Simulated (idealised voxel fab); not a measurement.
process module | voxel ribs on slabs
cross-section cut | 190 nm wide | cells 5 nm
A cross-section is a grid of square cells, given in bands from the top down. A band is one or more rows of cells.
Each band's line starts with the height of the band's top and of its bottom, in nm. Then come its materials from left to right, each with its width in nm. One material with "throughout" fills the band from edge to edge. "air" is empty space.
Height 0 is the level under which the wafer as received is all one material. The lowest band goes on downwards, as in "0 down".
A width such as "30 to 40" changes by the same amount from each row of cells to the next, from the band's top row to its bottom row.
"no change" after a step means that no cell of the cross-section changed.
closed voids: empty space of 8 cells or more with no open way to the top, each as width x height at its distance from the left edge, in nm
after a step's settings: what the simulator itself notes on the step
overlay nm, on a step with a mask: how far to the right of its planned place the mask lay; to the left if negative
plan
1 op RECEIVE | material Si
2 op DIRECTIONAL_DEP | material SiO2 | thk nm 30
3 op DIRECTIONAL_DEP | material polySi | thk nm 15
4 op MASKED_ETCH | tone cover | mask id RIB | width nm 25 | etch materials polySi | depth nm 10 | overlay nm 0
5 op MASKED_ETCH | tone cover | mask id SLAB | width nm 65 | etch materials polySi | depth nm 5 | overlay nm 0
6 op FILL_DEP | material SiO2 | thk nm 15
7 op CMP | height nm 55
8 op DIRECTIONAL_DEP | material TiN | thk nm 10
9 op PATTERN | tone cover | mask id HEATER | material resist | width nm 35 | thk nm 15 | overlay nm 0
10 op DIRECTIONAL_ETCH | etch materials TiN | depth nm 10
11 op STRIP | etch materials resist
12 op CONFORMAL_DEP | material SiN | thk nm 10
as received, after step 1
  0 down: Si throughout
  closed voids: none
first wafer at the end, as planned
  75 to 65: air 65 | SiN 55 | air 70
  65 to 55: SiN 75 | TiN 35 | SiN 80
  55 to 45: SiO2 throughout
  45 to 35: SiO2 80 | polySi 25 | SiO2 85
  35 to 30: SiO2 60 | polySi 65 | SiO2 65
  30 to 0: SiO2 throughout
  0 down: Si throughout
  closed voids: none
second wafer at the end: like start, like plan, one mistake
  75 to 65: air 65 | SiN 55 | air 70
  65 to 55: SiN 75 | TiN 35 | SiN 80
  55 to 40: SiO2 throughout
  40 to 35: SiO2 80 | polySi 25 | SiO2 85
  35 to 30: polySi 60 | SiO2 20 | polySi 25 | SiO2 20 | polySi 65
  30 to 0: SiO2 throughout
  0 down: Si throughout
  closed voids: none
what went wrong: step 5 ran as: op MASKED_ETCH | tone open | mask id SLAB | width nm 65 | etch materials polySi | depth nm 5 | overlay nm 0
at the end the second wafer has, in cells: 12 fewer of SiO2 | 12 more of polySi
